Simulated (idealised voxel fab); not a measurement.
Herein follows the process module entitled voxel plated lines.
The cross-section on display is named cut; it measures 265 nm wide, and its cells are 5 nm squares.
If you're reading a cross-section in this doc, picture square cells in a grid; it comes to you as bands, top ones listed first down to the bottom, and a band can be one or more rows of cells. Look at the band entry: it leads with the top's height and the bottom's height in nm. Then it lists the materials left to right, with a width in nm for each. The word "full width" on a single material says that material fills the band edge to edge. The word "empty" is empty space. Beneath 0, the wafer as received is one material, and that level is where height counting begins. The lowest band goes on downward without a bottom; it is written like "0 nm and below". Quick explanation for "30 to 40": the width changes in equal steps down the rows of cells, from the first number in the band's top row to the second number in its bottom row. The cross-section has no changed cell in any step marked "remained the same". Entry "Closed empty spaces" = empty spaces >= 8 cells with no open way to the top; each as width x height at distance, distance from left edge, all nm. Whatever follows a step's settings on its line is a remark the simulator itself makes about that step. The "overlay nm" setting may appear on a step's line; for a step that uses a mask, it gives how far to the right of its planned position the mask lay, and a negative value indicates the left.

Set out below are the planned steps of the process
| 1 | RECEIVE [material Si] |
| 2 | CONFORMAL_DEP [material SiN] [thk nm 10] |
| 3 | DIRECTIONAL_DEP [material TiN] [thk nm 5] |
| 4 | PATTERN [tone open] [mask id LINES] [material resist] [width nm 25] [pitch nm 50] [thk nm 15] [overlay nm 0] |
| 5 | EPI [material Ru] [thk nm 10] |
| 6 | STRIP [etch materials resist] |
| 7 | DIRECTIONAL_ETCH [etch materials TiN] [depth nm 5] |
| 8 | CONFORMAL_DEP [material SiO2] [thk nm 10] |

The first of the two wafers, which ran as planned

Cross-section of the wafer upon arrival, representing the state reached after step 1
	0 nm and below | Si full width
	Closed empty spaces: none

Upon completion of step 2, the wafer appears in cross-section as shown
	10 nm to 0 nm | SiN full width
	Note: structure below 0 unchanged.

Upon completion of step 3, the wafer appears in cross-section as shown
	15 nm to 10 nm | TiN full width
	Note: structure below 10 unchanged.

Upon completion of step 4, the wafer appears in cross-section as shown
	30 nm to 15 nm | 70 of resist, then 25 of empty, then 25 of resist, then 25 of empty, then 25 of resist, then 25 of empty, then 70 of resist
	Note: structure below 15 unchanged.

Upon completion of step 5, the wafer appears in cross-section as shown
	30 nm to 25 nm | 70 of resist, then 25 of empty, then 25 of resist, then 25 of empty, then 25 of resist, then 25 of empty, then 70 of resist
	25 nm to 15 nm | 70 of resist, then 25 of Ru, then 25 of resist, then 25 of Ru, then 25 of resist, then 25 of Ru, then 70 of resist
	Note: structure below 15 unchanged.

Upon completion of step 6, the wafer appears in cross-section as shown
	25 nm to 15 nm | 70 of empty, then 25 of Ru, then 25 of empty, then 25 of Ru, then 25 of empty, then 25 of Ru, then 70 of empty
	Note: structure below 15 unchanged.

Upon completion of step 7, the wafer appears in cross-section as shown
	25 nm to 15 nm | 70 of empty, then 25 of Ru, then 25 of empty, then 25 of Ru, then 25 of empty, then 25 of Ru, then 70 of empty
	15 nm to 10 nm | 70 of empty, then 25 of TiN, then 25 of empty, then 25 of TiN, then 25 of empty, then 25 of TiN, then 70 of empty
	Note: structure below 10 unchanged.

Upon completion of step 8, the wafer appears in cross-section as shown
	35 nm to 25 nm | 60 of empty, then 45 of SiO2, then 5 of empty, then 45 of SiO2, then 5 of empty, then 45 of SiO2, then 60 of empty
	25 nm to 20 nm | 60 of empty, then 10 of SiO2, then 25 of Ru, then 10 of SiO2, then 5 of empty, then 10 of SiO2, then 25 of Ru, then 10 of SiO2, then 5 of empty, then 10 of SiO2, then 25 of Ru, then 10 of SiO2, then 60 of empty
	20 nm to 15 nm | 70 of SiO2, then 25 of Ru, then 25 of SiO2, then 25 of Ru, then 25 of SiO2, then 25 of Ru, then 70 of SiO2
	15 nm to 10 nm | 70 of SiO2, then 25 of TiN, then 25 of SiO2, then 25 of TiN, then 25 of SiO2, then 25 of TiN, then 70 of SiO2
	Note: structure below 10 unchanged.

The second wafer: identical to the first at the outset and in its planned sequence, differing only in that one mistake was made during processing; up to and including step 4, its path is the first wafer's path

The second wafer cut through, at the time step 5 was supposed to be finished
	35 nm to 30 nm | 65 of empty, then 35 of Ru, then 15 of empty, then 35 of Ru, then 15 of empty, then 35 of Ru, then 65 of empty
	30 nm to 15 nm | 70 of resist, then 25 of Ru, then 25 of resist, then 25 of Ru, then 25 of resist, then 25 of Ru, then 70 of resist
	Note: structure below 15 unchanged.

The second wafer cut through, at the time step 6 was supposed to be finished
	35 nm to 30 nm | 65 of empty, then 35 of Ru, then 15 of empty, then 35 of Ru, then 15 of empty, then 35 of Ru, then 65 of empty
	30 nm to 15 nm | 70 of empty, then 25 of Ru, then 25 of empty, then 25 of Ru, then 25 of empty, then 25 of Ru, then 70 of empty
	Note: structure below 15 unchanged.

The second wafer cut through, at the time step 7 was supposed to be finished
	35 nm to 30 nm | 65 of empty, then 35 of Ru, then 15 of empty, then 35 of Ru, then 15 of empty, then 35 of Ru, then 65 of empty
	30 nm to 15 nm | 70 of empty, then 25 of Ru, then 25 of empty, then 25 of Ru, then 25 of empty, then 25 of Ru, then 70 of empty
	15 nm to 10 nm | 65 of empty, then 35 of TiN, then 15 of empty, then 35 of TiN, then 15 of empty, then 35 of TiN, then 65 of empty
	Note: structure below 10 unchanged.

The second wafer cut through, at the time step 8 was supposed to be finished
	45 nm to 35 nm | 55 of empty, then 155 of SiO2, then 55 of empty
	35 nm to 30 nm | 55 of empty, then 10 of SiO2, then 35 of Ru, then 15 of SiO2, then 35 of Ru, then 15 of SiO2, then 35 of Ru, then 10 of SiO2, then 55 of empty
	30 nm to 20 nm | 55 of empty, then 15 of SiO2, then 25 of Ru, then 25 of SiO2, then 25 of Ru, then 25 of SiO2, then 25 of Ru, then 15 of SiO2, then 55 of empty
	20 nm to 15 nm | 70 of SiO2, then 25 of Ru, then 25 of SiO2, then 25 of Ru, then 25 of SiO2, then 25 of Ru, then 70 of SiO2
	15 nm to 10 nm | 65 of SiO2, then 35 of TiN, then 15 of SiO2, then 35 of TiN, then 15 of SiO2, then 35 of TiN, then 65 of SiO2
	Note: structure below 10 unchanged.
The mistake made against the process plan was this: yeah, plan step 5 got run twice
Heads up, by the end the second wafer has more or fewer cells of some materials compared to the first: Ru: 36 more, SiO2: 32 more, TiN: 6 more
